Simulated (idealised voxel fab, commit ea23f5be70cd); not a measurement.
The process module presented herein is designated voxel transistor to metal.
Pictured: cross-section cut, 285 nm wide, on a grid of 5 nm square cells.
How to read a cross-section here: the picture is a grid of square cells, written as bands going from the top down, and any band can span one or more rows of cells.
It is stipulated that each band's entry specify, in nanometres, the height of the top of the band and then that of its bottom, followed by the materials of the band in left-to-right sequence, each together with its width in nanometres. A single material marked by the word "full width" is understood to fill the band from edge to edge; the word "air" is understood to denote empty space.
For the purposes of this specification, 0 denotes the height below which the wafer in its as-received condition is composed wholly of one material, and the lowermost band, lacking a lower limit, extends downward without end, as expressed in "0..down".
Read "30 to 40" as a graded width: first number on top, second number at the bottom, same change between each pair of neighbouring rows.
Given "no alteration" for a step, no cell of the cross-section differs between before and after that step.
"Sealed void listing" specifies each empty space that is not open to the top and that occupies no fewer than 8 cells, using the form width x height at distance, the distance measured from the left edge and all three quantities in nm.
Step line, after settings: the simulator's comment on this step.
The "overlay nm" setting may appear on a step's line; for a step that uses a mask, it gives how far to the right of its planned position the mask lay, and a negative value indicates the left.

### Set out below are the planned steps of the process
1 RECEIVE, material Si
2 OXIDIZE, depth nm 5
3 CONFORMAL_DEP, material SiN, thk nm 10
4 PATTERN, tone cover, mask id ACTIVE, material resist, width nm 115, pitch nm 135, thk nm 15, overlay nm 0
5 DIRECTIONAL_ETCH, etch materials SiN, depth nm 10
6 DIRECTIONAL_ETCH, etch materials SiO2, depth nm 5
7 DIRECTIONAL_ETCH, etch materials Si, depth nm 20
8 STRIP, etch materials resist
9 FILL_DEP, material SiO2, thk nm 15
10 CMP, height nm 10
11 SELECTIVE_ETCH, etch materials SiO2, depth nm 10
12 STRIP, etch materials SiN
13 SELECTIVE_ETCH, etch materials SiO2, depth nm 5
14 OXIDIZE, depth nm 5
15 DIRECTIONAL_DEP, material polySi, thk nm 25
16 DIRECTIONAL_DEP, material SiCN, thk nm 10
17 MASKED_ETCH, tone cover, mask id GATE, width nm 15, pitch nm 135, etch materials SiCN, depth nm 20, overlay nm 0
18 MASKED_ETCH, tone cover, mask id GATE, width nm 15, pitch nm 135, etch materials polySi, depth nm 35, overlay nm 0
19 CONFORMAL_DEP, material SiN, thk nm 5
20 DIRECTIONAL_ETCH, etch materials SiN, depth nm 5
21 DIRECTIONAL_ETCH, etch materials SiO2, depth nm 5
22 EPI, material nSi, thk nm 5
23 FILL_DEP, material SiO2, thk nm 5
24 CMP, height nm 30
25 DIRECTIONAL_DEP, material SiO2, thk nm 15
26 MASKED_ETCH, tone open, mask id CONTACT, width nm 20, etch materials SiO2, depth nm 50, overlay nm 0
27 CONFORMAL_DEP, material TiN, thk nm 5
28 FILL_DEP, material W, thk nm 5
29 CMP, height nm 45
30 CONFORMAL_DEP, material SiCN, thk nm 5
31 DIRECTIONAL_DEP, material SiO2, thk nm 25
32 PATTERN, tone open, mask id METAL_1, material resist, width nm 20, thk nm 20, overlay nm 0
33 DIRECTIONAL_ETCH, etch materials SiO2, depth nm 25
34 DIRECTIONAL_ETCH, etch materials SiCN, depth nm 5
35 STRIP, etch materials resist
36 CONFORMAL_DEP, material TiN, thk nm 5
37 FILL_DEP, material Cu, thk nm 10
38 CMP, height nm 75
39 CONFORMAL_DEP, material SiCN, thk nm 5

### First out of two wafers; run went to plan

### Cross-section, incoming material, after step 1
* 0..down: Si full width
* Sealed void listing: none

### Once step 2 is through, the wafer looks like this in cross-section
* 0..-5: SiO2 full width
* Beneath the level -5, the cross-section is identical to its previous state.

### Once step 3 is through, the wafer looks like this in cross-section
* 10..0: SiN full width
* Beneath the level 0, the cross-section is identical to its previous state.

### Once step 4 is through, the wafer looks like this in cross-section
* 25..10: air: 15, resist: 115, air: 20, resist: 115, air: 20
* Beneath the level 10, the cross-section is identical to its previous state.

### Once step 5 is through, the wafer looks like this in cross-section
* 25..10: air: 15, resist: 115, air: 20, resist: 115, air: 20
* 10..0: air: 15, SiN: 115, air: 20, SiN: 115, air: 20
* Beneath the level 0, the cross-section is identical to its previous state.

### Once step 6 is through, the wafer looks like this in cross-section
* 25..10: air: 15, resist: 115, air: 20, resist: 115, air: 20
* 10..0: air: 15, SiN: 115, air: 20, SiN: 115, air: 20
* 0..-5: air: 15, SiO2: 115, air: 20, SiO2: 115, air: 20
* Beneath the level -5, the cross-section is identical to its previous state.

### Once step 7 is through, the wafer looks like this in cross-section
* 25..10: air: 15, resist: 115, air: 20, resist: 115, air: 20
* 10..0: air: 15, SiN: 115, air: 20, SiN: 115, air: 20
* 0..-5: air: 15, SiO2: 115, air: 20, SiO2: 115, air: 20
* -5..-25: air: 15, Si: 115, air: 20, Si: 115, air: 20
* Beneath the level -25, the cross-section is identical to its previous state.

### Once step 8 is through, the wafer looks like this in cross-section
* 10..0: air: 15, SiN: 115, air: 20, SiN: 115, air: 20
* Beneath the level 0, the cross-section is identical to its previous state.

### Once step 9 is through, the wafer looks like this in cross-section
* 25..10: SiO2 full width
* 10..0: SiO2: 15, SiN: 115, SiO2: 20, SiN: 115, SiO2: 20
* 0..-5: SiO2 full width
* -5..-25: SiO2: 15, Si: 115, SiO2: 20, Si: 115, SiO2: 20
* Beneath the level -25, the cross-section is identical to its previous state.

### Once step 10 is through, the wafer looks like this in cross-section
* 10..0: SiO2: 15, SiN: 115, SiO2: 20, SiN: 115, SiO2: 20
* Beneath the level 0, the cross-section is identical to its previous state.

### Once step 11 is through, the wafer looks like this in cross-section
* 10..0: air: 15, SiN: 115, air: 20, SiN: 115, air: 20
* Beneath the level 0, the cross-section is identical to its previous state.

### Once step 12 is through, the wafer looks like this in cross-section
* 0..-5: SiO2 full width
* Beneath the level -5, the cross-section is identical to its previous state.

### Once step 13 is through, the wafer looks like this in cross-section
* -5..-25: SiO2: 15, Si: 115, SiO2: 20, Si: 115, SiO2: 20
* Beneath the level -25, the cross-section is identical to its previous state.

### Once step 14 is through, the wafer looks like this in cross-section
* -5..-10: SiO2 full width
* Beneath the level -10, the cross-section is identical to its previous state.

### Once step 15 is through, the wafer looks like this in cross-section
* 20..-5: polySi full width
* Beneath the level -5, the cross-section is identical to its previous state.

### Once step 16 is through, the wafer looks like this in cross-section
* 30..20: SiCN full width
* Beneath the level 20, the cross-section is identical to its previous state.

### Once step 17 is through, the wafer looks like this in cross-section
* 30..20: air: 65, SiCN: 15, air: 120, SiCN: 15, air: 70
* Beneath the level 20, the cross-section is identical to its previous state.

### Once step 18 is through, the wafer looks like this in cross-section
* 30..20: air: 65, SiCN: 15, air: 120, SiCN: 15, air: 70
* 20..-5: air: 65, polySi: 15, air: 120, polySi: 15, air: 70
* Beneath the level -5, the cross-section is identical to its previous state.

### Once step 19 is through, the wafer looks like this in cross-section
* 35..30: air: 60, SiN: 25, air: 110, SiN: 25, air: 65
* 30..20: air: 60, SiN: 5, SiCN: 15, SiN: 5, air: 110, SiN: 5, SiCN: 15, SiN: 5, air: 65
* 20..0: air: 60, SiN: 5, polySi: 15, SiN: 5, air: 110, SiN: 5, polySi: 15, SiN: 5, air: 65
* 0..-5: SiN: 65, polySi: 15, SiN: 120, polySi: 15, SiN: 70
* Beneath the level -5, the cross-section is identical to its previous state.

### Once step 20 is through, the wafer looks like this in cross-section
* 30..20: air: 60, SiN: 5, SiCN: 15, SiN: 5, air: 110, SiN: 5, SiCN: 15, SiN: 5, air: 65
* 20..-5: air: 60, SiN: 5, polySi: 15, SiN: 5, air: 110, SiN: 5, polySi: 15, SiN: 5, air: 65
* Beneath the level -5, the cross-section is identical to its previous state.

### Once step 21 is through, the wafer looks like this in cross-section
* 30..20: air: 60, SiN: 5, SiCN: 15, SiN: 5, air: 110, SiN: 5, SiCN: 15, SiN: 5, air: 65
* 20..-5: air: 60, SiN: 5, polySi: 15, SiN: 5, air: 110, SiN: 5, polySi: 15, SiN: 5, air: 65
* -5..-10: air: 60, SiO2: 25, air: 110, SiO2: 25, air: 65
* Beneath the level -10, the cross-section is identical to its previous state.

### Once step 22 is through, the wafer looks like this in cross-section
* 30..20: air: 60, SiN: 5, SiCN: 15, SiN: 5, air: 110, SiN: 5, SiCN: 15, SiN: 5, air: 65
* 20..-5: air: 60, SiN: 5, polySi: 15, SiN: 5, air: 110, SiN: 5, polySi: 15, SiN: 5, air: 65
* -5..-10: air: 10, nSi: 50, SiO2: 25, nSi: 50, air: 10, nSi: 50, SiO2: 25, nSi: 50, air: 15
* Beneath the level -10, the cross-section is identical to its previous state.

### Once step 23 is through, the wafer looks like this in cross-section
* 35..30: SiO2 full width
* 30..20: SiO2: 60, SiN: 5, SiCN: 15, SiN: 5, SiO2: 110, SiN: 5, SiCN: 15, SiN: 5, SiO2: 65
* 20..-5: SiO2: 60, SiN: 5, polySi: 15, SiN: 5, SiO2: 110, SiN: 5, polySi: 15, SiN: 5, SiO2: 65
* -5..-10: SiO2: 10, nSi: 50, SiO2: 25, nSi: 50, SiO2: 10, nSi: 50, SiO2: 25, nSi: 50, SiO2: 15
* Beneath the level -10, the cross-section is identical to its previous state.

### Once step 24 is through, the wafer looks like this in cross-section
* 30..20: SiO2: 60, SiN: 5, SiCN: 15, SiN: 5, SiO2: 110, SiN: 5, SiCN: 15, SiN: 5, SiO2: 65
* Beneath the level 20, the cross-section is identical to its previous state.

### Once step 25 is through, the wafer looks like this in cross-section
* 45..30: SiO2 full width
* Beneath the level 30, the cross-section is identical to its previous state.

### Once step 26 is through, the wafer looks like this in cross-section
* 45..30: SiO2: 25, air: 20, SiO2: 55, air: 20, SiO2: 40, air: 20, SiO2: 55, air: 20, SiO2: 30
* 30..20: SiO2: 25, air: 20, SiO2: 15, SiN: 5, SiCN: 15, SiN: 5, SiO2: 15, air: 20, SiO2: 40, air: 20, SiO2: 15, SiN: 5, SiCN: 15, SiN: 5, SiO2: 15, air: 20, SiO2: 30
* 20..-5: SiO2: 25, air: 20, SiO2: 15, SiN: 5, polySi: 15, SiN: 5, SiO2: 15, air: 20, SiO2: 40, air: 20, SiO2: 15, SiN: 5, polySi: 15, SiN: 5, SiO2: 15, air: 20, SiO2: 30
* Beneath the level -5, the cross-section is identical to its previous state.

### Once step 27 is through, the wafer looks like this in cross-section
* 50..45: TiN: 30, air: 10, TiN: 65, air: 10, TiN: 50, air: 10, TiN: 65, air: 10, TiN: 35
* 45..30: SiO2: 25, TiN: 5, air: 10, TiN: 5, SiO2: 55, TiN: 5, air: 10, TiN: 5, SiO2: 40, TiN: 5, air: 10, TiN: 5, SiO2: 55, TiN: 5, air: 10, TiN: 5, SiO2: 30
* 30..20: SiO2: 25, TiN: 5, air: 10, TiN: 5, SiO2: 15, SiN: 5, SiCN: 15, SiN: 5, SiO2: 15, TiN: 5, air: 10, TiN: 5, SiO2: 40, TiN: 5, air: 10, TiN: 5, SiO2: 15, SiN: 5, SiCN: 15, SiN: 5, SiO2: 15, TiN: 5, air: 10, TiN: 5, SiO2: 30
* 20..0: SiO2: 25, TiN: 5, air: 10, TiN: 5, SiO2: 15, SiN: 5, polySi: 15, SiN: 5, SiO2: 15, TiN: 5, air: 10, TiN: 5, SiO2: 40, TiN: 5, air: 10, TiN: 5, SiO2: 15, SiN: 5, polySi: 15, SiN: 5, SiO2: 15, TiN: 5, air: 10, TiN: 5, SiO2: 30
* 0..-5: SiO2: 25, TiN: 20, SiO2: 15, SiN: 5, polySi: 15, SiN: 5, SiO2: 15, TiN: 20, SiO2: 40, TiN: 20, SiO2: 15, SiN: 5, polySi: 15, SiN: 5, SiO2: 15, TiN: 20, SiO2: 30
* Beneath the level -5, the cross-section is identical to its previous state.

### Once step 28 is through, the wafer looks like this in cross-section
* 55..50: W full width
* 50..45: TiN: 30, W: 10, TiN: 65, W: 10, TiN: 50, W: 10, TiN: 65, W: 10, TiN: 35
* 45..30: SiO2: 25, TiN: 5, W: 10, TiN: 5, SiO2: 55, TiN: 5, W: 10, TiN: 5, SiO2: 40, TiN: 5, W: 10, TiN: 5, SiO2: 55, TiN: 5, W: 10, TiN: 5, SiO2: 30
* 30..20: SiO2: 25, TiN: 5, W: 10, TiN: 5, SiO2: 15, SiN: 5, SiCN: 15, SiN: 5, SiO2: 15, TiN: 5, W: 10, TiN: 5, SiO2: 40, TiN: 5, W: 10, TiN: 5, SiO2: 15, SiN: 5, SiCN: 15, SiN: 5, SiO2: 15, TiN: 5, W: 10, TiN: 5, SiO2: 30
* 20..0: SiO2: 25, TiN: 5, W: 10, TiN: 5, SiO2: 15, SiN: 5, polySi: 15, SiN: 5, SiO2: 15, TiN: 5, W: 10, TiN: 5, SiO2: 40, TiN: 5, W: 10, TiN: 5, SiO2: 15, SiN: 5, polySi: 15, SiN: 5, SiO2: 15, TiN: 5, W: 10, TiN: 5, SiO2: 30
* Beneath the level 0, the cross-section is identical to its previous state.

### Once step 29 is through, the wafer looks like this in cross-section
* 45..30: SiO2: 25, TiN: 5, W: 10, TiN: 5, SiO2: 55, TiN: 5, W: 10, TiN: 5, SiO2: 40, TiN: 5, W: 10, TiN: 5, SiO2: 55, TiN: 5, W: 10, TiN: 5, SiO2: 30
* Beneath the level 30, the cross-section is identical to its previous state.

### Once step 30 is through, the wafer looks like this in cross-section
* 50..45: SiCN full width
* Beneath the level 45, the cross-section is identical to its previous state.

### Once step 31 is through, the wafer looks like this in cross-section
* 75..50: SiO2 full width
* Beneath the level 50, the cross-section is identical to its previous state.

### Once step 32 is through, the wafer looks like this in cross-section
* 95..75: resist: 25, air: 20, resist: 55, air: 20, resist: 40, air: 20, resist: 55, air: 20, resist: 30
* Beneath the level 75, the cross-section is identical to its previous state.

### Once step 33 is through, the wafer looks like this in cross-section
* 95..75: resist: 25, air: 20, resist: 55, air: 20, resist: 40, air: 20, resist: 55, air: 20, resist: 30
* 75..50: SiO2: 25, air: 20, SiO2: 55, air: 20, SiO2: 40, air: 20, SiO2: 55, air: 20, SiO2: 30
* Beneath the level 50, the cross-section is identical to its previous state.

### Once step 34 is through, the wafer looks like this in cross-section
* 95..75: resist: 25, air: 20, resist: 55, air: 20, resist: 40, air: 20, resist: 55, air: 20, resist: 30
* 75..50: SiO2: 25, air: 20, SiO2: 55, air: 20, SiO2: 40, air: 20, SiO2: 55, air: 20, SiO2: 30
* 50..45: SiCN: 25, air: 20, SiCN: 55, air: 20, SiCN: 40, air: 20, SiCN: 55, air: 20, SiCN: 30
* Beneath the level 45, the cross-section is identical to its previous state.

### Once step 35 is through, the wafer looks like this in cross-section
* 75..50: SiO2: 25, air: 20, SiO2: 55, air: 20, SiO2: 40, air: 20, SiO2: 55, air: 20, SiO2: 30
* Beneath the level 50, the cross-section is identical to its previous state.

### Once step 36 is through, the wafer looks like this in cross-section
* 80..75: TiN: 30, air: 10, TiN: 65, air: 10, TiN: 50, air: 10, TiN: 65, air: 10, TiN: 35
* 75..50: SiO2: 25, TiN: 5, air: 10, TiN: 5, SiO2: 55, TiN: 5, air: 10, TiN: 5, SiO2: 40, TiN: 5, air: 10, TiN: 5, SiO2: 55, TiN: 5, air: 10, TiN: 5, SiO2: 30
* 50..45: SiCN: 25, TiN: 20, SiCN: 55, TiN: 20, SiCN: 40, TiN: 20, SiCN: 55, TiN: 20, SiCN: 30
* Beneath the level 45, the cross-section is identical to its previous state.

### Once step 37 is through, the wafer looks like this in cross-section
* 90..80: Cu full width
* 80..75: TiN: 30, Cu: 10, TiN: 65, Cu: 10, TiN: 50, Cu: 10, TiN: 65, Cu: 10, TiN: 35
* 75..50: SiO2: 25, TiN: 5, Cu: 10, TiN: 5, SiO2: 55, TiN: 5, Cu: 10, TiN: 5, SiO2: 40, TiN: 5, Cu: 10, TiN: 5, SiO2: 55, TiN: 5, Cu: 10, TiN: 5, SiO2: 30
* Beneath the level 50, the cross-section is identical to its previous state.

### Once step 38 is through, the wafer looks like this in cross-section
* 75..50: SiO2: 25, TiN: 5, Cu: 10, TiN: 5, SiO2: 55, TiN: 5, Cu: 10, TiN: 5, SiO2: 40, TiN: 5, Cu: 10, TiN: 5, SiO2: 55, TiN: 5, Cu: 10, TiN: 5, SiO2: 30
* Beneath the level 50, the cross-section is identical to its previous state.

### Once step 39 is through, the wafer looks like this in cross-section
* 80..75: SiCN full width
* Beneath the level 75, the cross-section is identical to its previous state.

### Wafer two. Identical start, identical plan. One mistake in execution. Identical history through step 3

### Look at the second wafer in cross-section at the time step 4 ought to have finished
* 25..10: resist: 15, air: 115, resist: 20, air: 115, resist: 20
* Beneath the level 10, the cross-section is identical to its previous state.

### Look at the second wafer in cross-section at the time step 5 ought to have finished
* 25..10: resist: 15, air: 115, resist: 20, air: 115, resist: 20
* 10..0: SiN: 15, air: 115, SiN: 20, air: 115, SiN: 20
* Beneath the level 0, the cross-section is identical to its previous state.

### Look at the second wafer in cross-section at the time step 6 ought to have finished
* 25..10: resist: 15, air: 115, resist: 20, air: 115, resist: 20
* 10..0: SiN: 15, air: 115, SiN: 20, air: 115, SiN: 20
* 0..-5: SiO2: 15, air: 115, SiO2: 20, air: 115, SiO2: 20
* Beneath the level -5, the cross-section is identical to its previous state.

### Look at the second wafer in cross-section at the time step 7 ought to have finished
* 25..10: resist: 15, air: 115, resist: 20, air: 115, resist: 20
* 10..0: SiN: 15, air: 115, SiN: 20, air: 115, SiN: 20
* 0..-5: SiO2: 15, air: 115, SiO2: 20, air: 115, SiO2: 20
* -5..-25: Si: 15, air: 115, Si: 20, air: 115, Si: 20
* Beneath the level -25, the cross-section is identical to its previous state.

### Look at the second wafer in cross-section at the time step 8 ought to have finished
* 10..0: SiN: 15, air: 115, SiN: 20, air: 115, SiN: 20
* Beneath the level 0, the cross-section is identical to its previous state.

### Look at the second wafer in cross-section at the time step 9 ought to have finished
* 25..10: SiO2 full width
* 10..0: SiN: 15, SiO2: 115, SiN: 20, SiO2: 115, SiN: 20
* 0..-5: SiO2 full width
* -5..-25: Si: 15, SiO2: 115, Si: 20, SiO2: 115, Si: 20
* Beneath the level -25, the cross-section is identical to its previous state.

### Look at the second wafer in cross-section at the time step 10 ought to have finished
* 10..0: SiN: 15, SiO2: 115, SiN: 20, SiO2: 115, SiN: 20
* Beneath the level 0, the cross-section is identical to its previous state.

### Look at the second wafer in cross-section at the time step 11 ought to have finished
* 10..0: SiN: 15, air: 115, SiN: 20, air: 115, SiN: 20
* Beneath the level 0, the cross-section is identical to its previous state.

### Look at the second wafer in cross-section at the time step 12 ought to have finished
* 0..-5: SiO2 full width
* Beneath the level -5, the cross-section is identical to its previous state.

### Look at the second wafer in cross-section at the time step 13 ought to have finished
* -5..-25: Si: 15, SiO2: 115, Si: 20, SiO2: 115, Si: 20
* Beneath the level -25, the cross-section is identical to its previous state.

### Look at the second wafer in cross-section at the time step 14 ought to have finished
* -5..-10: SiO2 full width
* Beneath the level -10, the cross-section is identical to its previous state.

### Look at the second wafer in cross-section at the time step 15 ought to have finished
* 20..-5: polySi full width
* Beneath the level -5, the cross-section is identical to its previous state.

### Look at the second wafer in cross-section at the time step 16 ought to have finished
* 30..20: SiCN full width
* Beneath the level 20, the cross-section is identical to its previous state.

### Look at the second wafer in cross-section at the time step 17 ought to have finished
* 30..20: air: 65, SiCN: 15, air: 120, SiCN: 15, air: 70
* Beneath the level 20, the cross-section is identical to its previous state.

### Look at the second wafer in cross-section at the time step 18 ought to have finished
* 30..20: air: 65, SiCN: 15, air: 120, SiCN: 15, air: 70
* 20..-5: air: 65, polySi: 15, air: 120, polySi: 15, air: 70
* Beneath the level -5, the cross-section is identical to its previous state.

### Look at the second wafer in cross-section at the time step 19 ought to have finished
* 35..30: air: 60, SiN: 25, air: 110, SiN: 25, air: 65
* 30..20: air: 60, SiN: 5, SiCN: 15, SiN: 5, air: 110, SiN: 5, SiCN: 15, SiN: 5, air: 65
* 20..0: air: 60, SiN: 5, polySi: 15, SiN: 5, air: 110, SiN: 5, polySi: 15, SiN: 5, air: 65
* 0..-5: SiN: 65, polySi: 15, SiN: 120, polySi: 15, SiN: 70
* Beneath the level -5, the cross-section is identical to its previous state.

### Look at the second wafer in cross-section at the time step 20 ought to have finished
* 30..20: air: 60, SiN: 5, SiCN: 15, SiN: 5, air: 110, SiN: 5, SiCN: 15, SiN: 5, air: 65
* 20..-5: air: 60, SiN: 5, polySi: 15, SiN: 5, air: 110, SiN: 5, polySi: 15, SiN: 5, air: 65
* Beneath the level -5, the cross-section is identical to its previous state.

### Look at the second wafer in cross-section at the time step 21 ought to have finished
* 30..20: air: 60, SiN: 5, SiCN: 15, SiN: 5, air: 110, SiN: 5, SiCN: 15, SiN: 5, air: 65
* 20..-5: air: 60, SiN: 5, polySi: 15, SiN: 5, air: 110, SiN: 5, polySi: 15, SiN: 5, air: 65
* -5..-10: air: 60, SiO2: 25, air: 110, SiO2: 25, air: 65
* Beneath the level -10, the cross-section is identical to its previous state.

### Look at the second wafer in cross-section at the time step 22 ought to have finished
* 30..20: air: 60, SiN: 5, SiCN: 15, SiN: 5, air: 110, SiN: 5, SiCN: 15, SiN: 5, air: 65
* 20..-5: air: 60, SiN: 5, polySi: 15, SiN: 5, air: 110, SiN: 5, polySi: 15, SiN: 5, air: 65
* -5..-10: nSi: 20, air: 40, SiO2: 25, air: 40, nSi: 30, air: 40, SiO2: 25, air: 40, nSi: 25
* Beneath the level -10, the cross-section is identical to its previous state.

### Look at the second wafer in cross-section at the time step 23 ought to have finished
* 35..30: SiO2 full width
* 30..20: SiO2: 60, SiN: 5, SiCN: 15, SiN: 5, SiO2: 110, SiN: 5, SiCN: 15, SiN: 5, SiO2: 65
* 20..-5: SiO2: 60, SiN: 5, polySi: 15, SiN: 5, SiO2: 110, SiN: 5, polySi: 15, SiN: 5, SiO2: 65
* -5..-10: nSi: 20, SiO2: 105, nSi: 30, SiO2: 105, nSi: 25
* Beneath the level -10, the cross-section is identical to its previous state.

### Look at the second wafer in cross-section at the time step 24 ought to have finished
* 30..20: SiO2: 60, SiN: 5, SiCN: 15, SiN: 5, SiO2: 110, SiN: 5, SiCN: 15, SiN: 5, SiO2: 65
* Beneath the level 20, the cross-section is identical to its previous state.

### Look at the second wafer in cross-section at the time step 25 ought to have finished
* 45..30: SiO2 full width
* Beneath the level 30, the cross-section is identical to its previous state.

### Look at the second wafer in cross-section at the time step 26 ought to have finished
* 45..30: SiO2: 25, air: 20, SiO2: 55, air: 20, SiO2: 40, air: 20, SiO2: 55, air: 20, SiO2: 30
* 30..20: SiO2: 25, air: 20, SiO2: 15, SiN: 5, SiCN: 15, SiN: 5, SiO2: 15, air: 20, SiO2: 40, air: 20, SiO2: 15, SiN: 5, SiCN: 15, SiN: 5, SiO2: 15, air: 20, SiO2: 30
* 20..-5: SiO2: 25, air: 20, SiO2: 15, SiN: 5, polySi: 15, SiN: 5, SiO2: 15, air: 20, SiO2: 40, air: 20, SiO2: 15, SiN: 5, polySi: 15, SiN: 5, SiO2: 15, air: 20, SiO2: 30
* Beneath the level -5, the cross-section is identical to its previous state.

### Look at the second wafer in cross-section at the time step 27 ought to have finished
* 50..45: TiN: 30, air: 10, TiN: 65, air: 10, TiN: 50, air: 10, TiN: 65, air: 10, TiN: 35
* 45..30: SiO2: 25, TiN: 5, air: 10, TiN: 5, SiO2: 55, TiN: 5, air: 10, TiN: 5, SiO2: 40, TiN: 5, air: 10, TiN: 5, SiO2: 55, TiN: 5, air: 10, TiN: 5, SiO2: 30
* 30..20: SiO2: 25, TiN: 5, air: 10, TiN: 5, SiO2: 15, SiN: 5, SiCN: 15, SiN: 5, SiO2: 15, TiN: 5, air: 10, TiN: 5, SiO2: 40, TiN: 5, air: 10, TiN: 5, SiO2: 15, SiN: 5, SiCN: 15, SiN: 5, SiO2: 15, TiN: 5, air: 10, TiN: 5, SiO2: 30
* 20..0: SiO2: 25, TiN: 5, air: 10, TiN: 5, SiO2: 15, SiN: 5, polySi: 15, SiN: 5, SiO2: 15, TiN: 5, air: 10, TiN: 5, SiO2: 40, TiN: 5, air: 10, TiN: 5, SiO2: 15, SiN: 5, polySi: 15, SiN: 5, SiO2: 15, TiN: 5, air: 10, TiN: 5, SiO2: 30
* 0..-5: SiO2: 25, TiN: 20, SiO2: 15, SiN: 5, polySi: 15, SiN: 5, SiO2: 15, TiN: 20, SiO2: 40, TiN: 20, SiO2: 15, SiN: 5, polySi: 15, SiN: 5, SiO2: 15, TiN: 20, SiO2: 30
* Beneath the level -5, the cross-section is identical to its previous state.

### Look at the second wafer in cross-section at the time step 28 ought to have finished
* 55..50: W full width
* 50..45: TiN: 30, W: 10, TiN: 65, W: 10, TiN: 50, W: 10, TiN: 65, W: 10, TiN: 35
* 45..30: SiO2: 25, TiN: 5, W: 10, TiN: 5, SiO2: 55, TiN: 5, W: 10, TiN: 5, SiO2: 40, TiN: 5, W: 10, TiN: 5, SiO2: 55, TiN: 5, W: 10, TiN: 5, SiO2: 30
* 30..20: SiO2: 25, TiN: 5, W: 10, TiN: 5, SiO2: 15, SiN: 5, SiCN: 15, SiN: 5, SiO2: 15, TiN: 5, W: 10, TiN: 5, SiO2: 40, TiN: 5, W: 10, TiN: 5, SiO2: 15, SiN: 5, SiCN: 15, SiN: 5, SiO2: 15, TiN: 5, W: 10, TiN: 5, SiO2: 30
* 20..0: SiO2: 25, TiN: 5, W: 10, TiN: 5, SiO2: 15, SiN: 5, polySi: 15, SiN: 5, SiO2: 15, TiN: 5, W: 10, TiN: 5, SiO2: 40, TiN: 5, W: 10, TiN: 5, SiO2: 15, SiN: 5, polySi: 15, SiN: 5, SiO2: 15, TiN: 5, W: 10, TiN: 5, SiO2: 30
* Beneath the level 0, the cross-section is identical to its previous state.

### Look at the second wafer in cross-section at the time step 29 ought to have finished
* 45..30: SiO2: 25, TiN: 5, W: 10, TiN: 5, SiO2: 55, TiN: 5, W: 10, TiN: 5, SiO2: 40, TiN: 5, W: 10, TiN: 5, SiO2: 55, TiN: 5, W: 10, TiN: 5, SiO2: 30
* Beneath the level 30, the cross-section is identical to its previous state.

### Look at the second wafer in cross-section at the time step 30 ought to have finished
* 50..45: SiCN full width
* Beneath the level 45, the cross-section is identical to its previous state.

### Look at the second wafer in cross-section at the time step 31 ought to have finished
* 75..50: SiO2 full width
* Beneath the level 50, the cross-section is identical to its previous state.

### Look at the second wafer in cross-section at the time step 32 ought to have finished
* 95..75: resist: 25, air: 20, resist: 55, air: 20, resist: 40, air: 20, resist: 55, air: 20, resist: 30
* Beneath the level 75, the cross-section is identical to its previous state.

### Look at the second wafer in cross-section at the time step 33 ought to have finished
* 95..75: resist: 25, air: 20, resist: 55, air: 20, resist: 40, air: 20, resist: 55, air: 20, resist: 30
* 75..50: SiO2: 25, air: 20, SiO2: 55, air: 20, SiO2: 40, air: 20, SiO2: 55, air: 20, SiO2: 30
* Beneath the level 50, the cross-section is identical to its previous state.

### Look at the second wafer in cross-section at the time step 34 ought to have finished
* 95..75: resist: 25, air: 20, resist: 55, air: 20, resist: 40, air: 20, resist: 55, air: 20, resist: 30
* 75..50: SiO2: 25, air: 20, SiO2: 55, air: 20, SiO2: 40, air: 20, SiO2: 55, air: 20, SiO2: 30
* 50..45: SiCN: 25, air: 20, SiCN: 55, air: 20, SiCN: 40, air: 20, SiCN: 55, air: 20, SiCN: 30
* Beneath the level 45, the cross-section is identical to its previous state.

### Look at the second wafer in cross-section at the time step 35 ought to have finished
* 75..50: SiO2: 25, air: 20, SiO2: 55, air: 20, SiO2: 40, air: 20, SiO2: 55, air: 20, SiO2: 30
* Beneath the level 50, the cross-section is identical to its previous state.

### Look at the second wafer in cross-section at the time step 36 ought to have finished
* 80..75: TiN: 30, air: 10, TiN: 65, air: 10, TiN: 50, air: 10, TiN: 65, air: 10, TiN: 35
* 75..50: SiO2: 25, TiN: 5, air: 10, TiN: 5, SiO2: 55, TiN: 5, air: 10, TiN: 5, SiO2: 40, TiN: 5, air: 10, TiN: 5, SiO2: 55, TiN: 5, air: 10, TiN: 5, SiO2: 30
* 50..45: SiCN: 25, TiN: 20, SiCN: 55, TiN: 20, SiCN: 40, TiN: 20, SiCN: 55, TiN: 20, SiCN: 30
* Beneath the level 45, the cross-section is identical to its previous state.

### Look at the second wafer in cross-section at the time step 37 ought to have finished
* 90..80: Cu full width
* 80..75: TiN: 30, Cu: 10, TiN: 65, Cu: 10, TiN: 50, Cu: 10, TiN: 65, Cu: 10, TiN: 35
* 75..50: SiO2: 25, TiN: 5, Cu: 10, TiN: 5, SiO2: 55, TiN: 5, Cu: 10, TiN: 5, SiO2: 40, TiN: 5, Cu: 10, TiN: 5, SiO2: 55, TiN: 5, Cu: 10, TiN: 5, SiO2: 30
* Beneath the level 50, the cross-section is identical to its previous state.

### Look at the second wafer in cross-section at the time step 38 ought to have finished
* 75..50: SiO2: 25, TiN: 5, Cu: 10, TiN: 5, SiO2: 55, TiN: 5, Cu: 10, TiN: 5, SiO2: 40, TiN: 5, Cu: 10, TiN: 5, SiO2: 55, TiN: 5, Cu: 10, TiN: 5, SiO2: 30
* Beneath the level 50, the cross-section is identical to its previous state.

### Look at the second wafer in cross-section at the time step 39 ought to have finished
* 80..75: SiCN full width
* Beneath the level 75, the cross-section is identical to its previous state.
Here's what went sideways: in deviation from the planned setting, step 4 was conducted as PATTERN, tone open, mask id ACTIVE, material resist, width nm 115, pitch nm 135, thk nm 15, overlay nm 0
Wrapping up, a cell-based count of both wafers puts the second over or under the first for these materials: 105 fewer of Si, 130 more of SiO2, 25 fewer of nSi
